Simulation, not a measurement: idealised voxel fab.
Process module heading - voxel transistor to metal
For reference, the cross-section in this document is cut, with width 180 nm and square cells of 5 nm.
Cross-section format: a grid of square cells, given as bands from top to bottom; each band is one or more rows of cells. For a band, the entry starts with two heights in nm, that of the top and then that of the bottom, and carries on with the band's materials in order from left to right, each alongside its width in nm; the word "all across" beside a single material means it fills the band edge to edge, and "empty" means empty space. All heights in this document are referenced to 0, defined as the level beneath which the wafer, as received, consists entirely of one material. The lowest band is not bounded below; it extends indefinitely downward and is written in the form "0..down". Graded width ("30->40"): value in top row of band = first number; value in bottom row = second number; row-to-row change constant. It should be understood that the words "remained the same", when stated for a given step, signify that the cross-section underwent no change in any of its cells during that step. Voids not open to the top, 8 cells minimum: see "Catalogued sealed voids". Written width x height at distance; distance is from the left edge; nm. If you see something after the settings on a step's line, that's the simulator's own remark about that step. Among the settings permitted on a step's line is "overlay nm"; applied to a step with a mask, it specifies the extent to which the mask lay to the right of its planned position, whereas a negative figure signifies a position to the left.

## plan
1,RECEIVE,material Si
2,CONFORMAL_DEP,material SiO2,thk nm 5
3,CONFORMAL_DEP,material SiN,thk nm 10
4,PATTERN,tone cover,mask id ACTIVE,material resist,width nm 95,thk nm 20,overlay nm 0
5,DIRECTIONAL_ETCH,etch materials SiN,depth nm 10
6,DIRECTIONAL_ETCH,etch materials SiO2,depth nm 5
7,DIRECTIONAL_ETCH,etch materials Si,depth nm 20
8,STRIP,etch materials resist
9,OXIDIZE,depth nm 5
10,FILL_DEP,material SiO2,thk nm 10
11,CMP,height nm 15
12,SELECTIVE_ETCH,etch materials SiO2,depth nm 5
13,STRIP,etch materials SiN
14,SELECTIVE_ETCH,etch materials SiO2,depth nm 5
15,OXIDIZE,depth nm 5
16,DIRECTIONAL_DEP,material polySi,thk nm 20
17,DIRECTIONAL_DEP,material SiCN,thk nm 10
18,PATTERN,tone cover,mask id GATE,material resist,width nm 25,thk nm 20,overlay nm 0
19,DIRECTIONAL_ETCH,etch materials SiCN,depth nm 20
20,DIRECTIONAL_ETCH,etch materials polySi,depth nm 30
21,STRIP,etch materials resist
22,CONFORMAL_DEP,material SiN,thk nm 10
23,DIRECTIONAL_ETCH,etch materials SiN,depth nm 10
24,DIRECTIONAL_ETCH,etch materials SiO2,depth nm 5
25,DIRECTIONAL_ETCH,etch materials Si,depth nm 10
26,EPI,material nSi,thk nm 10
27,FILL_DEP,material SiO2,thk nm 10
28,CMP,height nm 30
29,DIRECTIONAL_DEP,material SiO2,thk nm 10
30,DIRECTIONAL_DEP,material aC,thk nm 15
31,PATTERN,tone open,mask id CONTACT,material resist,width nm 25,pitch nm 60,thk nm 35,overlay nm 0
32,DIRECTIONAL_ETCH,etch materials aC,depth nm 15
33,STRIP,etch materials resist
34,DIRECTIONAL_ETCH,etch materials SiO2,depth nm 45
35,STRIP,etch materials aC
36,CONFORMAL_DEP,material TiN,thk nm 5
37,FILL_DEP,material Ru,thk nm 10
38,CMP,height nm 40
39,DIRECTIONAL_DEP,material TiN,thk nm 5
40,DIRECTIONAL_DEP,material W,thk nm 25
41,DIRECTIONAL_DEP,material aC,thk nm 15
42,PATTERN,tone cover,mask id METAL_1,material resist,width nm 15,pitch nm 70,thk nm 35,overlay nm 0
43,DIRECTIONAL_ETCH,etch materials aC,depth nm 15
44,STRIP,etch materials resist
45,DIRECTIONAL_ETCH,etch materials W,depth nm 25
46,DIRECTIONAL_ETCH,etch materials TiN,depth nm 5
47,STRIP,etch materials aC
48,CONFORMAL_DEP,material SiN,thk nm 5
49,FILL_DEP,material lowk,thk nm 10
50,CMP,height nm 70
51,CONFORMAL_DEP,material SiCN,thk nm 5
52,DIRECTIONAL_DEP,material lowk,thk nm 30
53,DIRECTIONAL_DEP,material aC,thk nm 15
54,PATTERN,tone open,mask id METAL_2,material resist,width nm 15,pitch nm 70,thk nm 35,overlay nm 0
55,DIRECTIONAL_ETCH,etch materials aC,depth nm 15
56,STRIP,etch materials resist
57,DIRECTIONAL_ETCH,etch materials lowk,depth nm 15
58,STRIP,etch materials aC
59,MASKED_ETCH,tone open,mask id METAL_2_HOLES,width nm 15,pitch nm 70,etch materials lowk,depth nm 15,overlay nm 0
60,MASKED_ETCH,tone open,mask id METAL_2_HOLES,width nm 15,pitch nm 70,etch materials SiCN,depth nm 5,overlay nm 0
61,CONFORMAL_DEP,material TiN,thk nm 5
62,FILL_DEP,material Cu,thk nm 10
63,CMP,height nm 105
64,CONFORMAL_DEP,material SiCN,thk nm 5
What sets these wafers apart? The width nm at step 4. They all start alike, and the plan carries the first wafer's value.

## As-received cross-section, first of several wafers, post step 1
0..down: Si all across
Catalogued sealed voids: none

## At the end of the module, after its last step, step 64, the first of several wafers appears in cross-section as follows
110..105: SiCN all across
105..75: 45 of lowk, then 5 of TiN, then 5 of Cu, then 5 of TiN, then 55 of lowk, then 5 of TiN, then 5 of Cu, then 5 of TiN, then 50 of lowk
75..70: 45 of SiCN, then 15 of TiN, then 55 of SiCN, then 15 of TiN, then 50 of SiCN
70..45: 40 of lowk, then 5 of SiN, then 15 of W, then 5 of SiN, then 45 of lowk, then 5 of SiN, then 15 of W, then 5 of SiN, then 45 of lowk
45..40: 45 of SiN, then 15 of TiN, then 55 of SiN, then 15 of TiN, then 50 of SiN
40..30: 45 of SiO2, then 5 of TiN, then 15->10 of Ru, then 5->10 of TiN, then 35 of SiO2, then 5->10 of TiN, then 15->10 of Ru, then 5 of TiN, then 50 of SiO2
30..20: 45 of SiO2, then 5 of TiN, then 10 of Ru, then 5 of TiN, then 10 of SiN, then 25 of SiCN, then 10 of SiN, then 5 of TiN, then 10 of Ru, then 5 of TiN, then 50 of SiO2
20..10: 45 of SiO2, then 5 of TiN, then 10 of Ru, then 5 of TiN, then 10 of SiN, then 25 of polySi, then 10 of SiN, then 5 of TiN, then 10 of Ru, then 5 of TiN, then 50 of SiO2
10..5: 45 of SiO2, then 20 of TiN, then 10 of SiN, then 25 of polySi, then 10 of SiN, then 20 of TiN, then 50 of SiO2
5..0: 35 of SiO2, then 10 of SiN, then 10 of TiN, then 10 of nSi, then 10 of SiN, then 25 of polySi, then 10 of SiN, then 10 of nSi, then 10 of TiN, then 10 of SiN, then 40 of SiO2
0..-5: 45 of SiO2, then 10 of TiN, then 10 of nSi, then 45 of SiO2, then 10 of nSi, then 10 of TiN, then 50 of SiO2
-5..-15: 45 of SiO2, then 20 of nSi, then 45 of Si, then 20 of nSi, then 50 of SiO2
-15..-25: 45 of SiO2, then 85 of Si, then 50 of SiO2
-25..down: Si all across
Catalogued sealed voids: none

## Last wafer x-sec, end of module
110..105: SiCN all across
105..75: 45 of lowk, then 5 of TiN, then 5 of Cu, then 5 of TiN, then 55 of lowk, then 5 of TiN, then 5 of Cu, then 5 of TiN, then 50 of lowk
75..70: 45 of SiCN, then 15 of TiN, then 55 of SiCN, then 15 of TiN, then 50 of SiCN
70..45: 40 of lowk, then 5 of SiN, then 15 of W, then 5 of SiN, then 45 of lowk, then 5 of SiN, then 15 of W, then 5 of SiN, then 45 of lowk
45..40: 45 of SiN, then 15 of TiN, then 55 of SiN, then 15 of TiN, then 50 of SiN
40..30: 45 of SiO2, then 5 of TiN, then 15->10 of Ru, then 5->10 of TiN, then 35 of SiO2, then 5->10 of TiN, then 15->10 of Ru, then 5 of TiN, then 50 of SiO2
30..20: 45 of SiO2, then 5 of TiN, then 10 of Ru, then 5 of TiN, then 10 of SiN, then 25 of SiCN, then 10 of SiN, then 5 of TiN, then 10 of Ru, then 5 of TiN, then 50 of SiO2
20..10: 45 of SiO2, then 5 of TiN, then 10 of Ru, then 5 of TiN, then 10 of SiN, then 25 of polySi, then 10 of SiN, then 5 of TiN, then 10 of Ru, then 5 of TiN, then 50 of SiO2
10..5: 45 of SiO2, then 20 of TiN, then 10 of SiN, then 25 of polySi, then 10 of SiN, then 20 of TiN, then 50 of SiO2
5..0: 25 of SiO2, then 10 of SiN, then 10 of SiO2, then 10 of TiN, then 10 of nSi, then 10 of SiN, then 25 of polySi, then 10 of SiN, then 10 of nSi, then 10 of TiN, then 15 of SiO2, then 10 of SiN, then 25 of SiO2
0..-5: 45 of SiO2, then 10 of TiN, then 10 of nSi, then 45 of SiO2, then 10 of nSi, then 10 of TiN, then 50 of SiO2
-5..-15: 35 of SiO2, then 30 of nSi, then 45 of Si, then 35 of nSi, then 35 of SiO2
-15..-25: 35 of SiO2, then 110 of Si, then 35 of SiO2
-25..down: Si all across
Catalogued sealed voids: none

## Each row below is a wafer at the end of the module, listing for every material the number of cells it has gained (+) or lost (-) since it was received, followed by its closed voids
width nm 95 | +12 Cu | +26 Ru | -128 Si | +76 SiCN | +78 SiN | +266 SiO2 | +78 TiN | +30 W | +310 lowk | +24 nSi | +20 polySi | Catalogued sealed voids: none
width nm 100 | +12 Cu | +26 Ru | -126 Si | +76 SiCN | +78 SiN | +262 SiO2 | +78 TiN | +30 W | +310 lowk | +26 nSi | +20 polySi | Catalogued sealed voids: none
width nm 105 | +12 Cu | +26 Ru | -124 Si | +76 SiCN | +78 SiN | +258 SiO2 | +78 TiN | +30 W | +310 lowk | +28 nSi | +20 polySi | Catalogued sealed voids: none
width nm 110 | +12 Cu | +26 Ru | -122 Si | +76 SiCN | +78 SiN | +254 SiO2 | +78 TiN | +30 W | +310 lowk | +30 nSi | +20 polySi | Catalogued sealed voids: none
width nm 115 | +12 Cu | +26 Ru | -120 Si | +76 SiCN | +78 SiN | +250 SiO2 | +78 TiN | +30 W | +310 lowk | +32 nSi | +20 polySi | Catalogued sealed voids: none
width nm 120 | +12 Cu | +26 Ru | -118 Si | +76 SiCN | +78 SiN | +246 SiO2 | +78 TiN | +30 W | +310 lowk | +34 nSi | +20 polySi | Catalogued sealed voids: none
